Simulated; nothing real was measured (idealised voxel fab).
Proc. module: voxel self aligned contacts
Cross-section cut spans 290 nm and uses square cells 5 nm in size.
For the purposes of this document, a cross-section shall be understood as a grid of square cells, specified as bands listed in top-to-bottom order, each band consisting of one or more rows of cells.
What a band's entry tells you: where the top is and where the bottom is, as heights in nm, and after that what lies inside, material by material from left to right, each with its width in nm. Empty space is written as the word "blank", and a single material marked with the word "full width" occupies the band from edge to edge.
Measure heights from 0. That's the level where, below it, the as-received wafer is all one material. The lowest band is bottomless and extends downward; write it as in "0 down".
Width "30->40": first value at the band's top row of cells, second value at its bottom row, equal change from row to row.
Given "nothing changed" for a step, no cell of the cross-section differs between before and after that step.
Reported under the label "Fully closed voids" are the empty spaces having no open way to the top and comprising 8 cells or more; the notation for each is width x height at distance, in which the distance is measured from the left edge and all three values are in nm.
Read whatever lies past the settings on a step's line as the simulator's own remark about the step.
The optional step-line setting "overlay nm" applies to steps with a mask and quantifies how far to the right of its planned location the mask lay, a negative value indicating leftward placement.

**Process steps - plan**
1. RECEIVE | material Si
2. CONFORMAL_DEP | material SiO2 | thk nm 5
3. DIRECTIONAL_DEP | material polySi | thk nm 25
4. DIRECTIONAL_DEP | material SiN | thk nm 20
5. DIRECTIONAL_DEP | material aC | thk nm 10
6. PATTERN | tone cover | mask id GATE | material resist | width nm 35 | pitch nm 60 | thk nm 25 | overlay nm 0
7. DIRECTIONAL_ETCH | etch materials aC | depth nm 10
8. STRIP | etch materials resist
9. DIRECTIONAL_ETCH | etch materials SiN | depth nm 20
10. DIRECTIONAL_ETCH | etch materials polySi | depth nm 25
11. STRIP | etch materials aC
12. CONFORMAL_DEP | material SiN | thk nm 5
13. DIRECTIONAL_ETCH | etch materials SiN | depth nm 5
14. FILL_DEP | material SiO2 | thk nm 10
15. CMP | height nm 55
16. MASKED_ETCH | tone open | mask id CONTACT | width nm 35 | etch materials SiO2 | depth nm 55 | overlay nm 0
17. CONFORMAL_DEP | material TiN | thk nm 5
18. FILL_DEP | material W | thk nm 5
19. CMP | height nm 55
20. CONFORMAL_DEP | material SiN | thk nm 5

**Cross-section, incoming material, after step 1**
	0 down = Si full width
	Fully closed voids: none

**Here's the cross-section of the first of our two wafers at the end of the module - it ran as planned**
	60 to 55 = SiN full width
	55 to 50 = SiO2=125; TiN=15; W=5; TiN=15; SiO2=130
	50 to 30 = SiO2=90; SiN=45; TiN=5; W=5; TiN=5; SiN=45; SiO2=95
	30 to 5 = SiO2=90; SiN=5; polySi=35; SiN=5; TiN=5; W=5; TiN=5; SiN=5; polySi=35; SiN=5; SiO2=95
	5 to 0 = SiO2=135; TiN=15; SiO2=140
	0 down = Si full width
	Fully closed voids: none

**Second wafer cross-section at end of module - shared start and plan with the first, one mistake in the run**
	60 to 55 = SiN full width
	55 to 50 = SiO2=125; TiN=20; W=5; TiN=10; SiO2=130
	50 to 30 = SiO2=95; SiN=45; TiN=5; W=5; TiN=5; SiN=45; SiO2=90
	30 to 5 = SiO2=95; SiN=5; polySi=35; SiN=5; TiN=5; W=5; TiN=5; SiN=5; polySi=35; SiN=5; SiO2=90
	5 to 0 = SiO2=140; TiN=15; SiO2=135
	0 down = Si full width
	Fully closed voids: none
It is concluded that the wafer was processed incorrectly with respect to the plan, in that off-plan run, step 6, actual operation and settings PATTERN | tone cover | mask id GATE | material resist | width nm 35 | pitch nm 60 | thk nm 25 | overlay nm 5
If you tally the cells, the second wafer ends up with the same amount of every material as the first; it's all just sitting in different places.
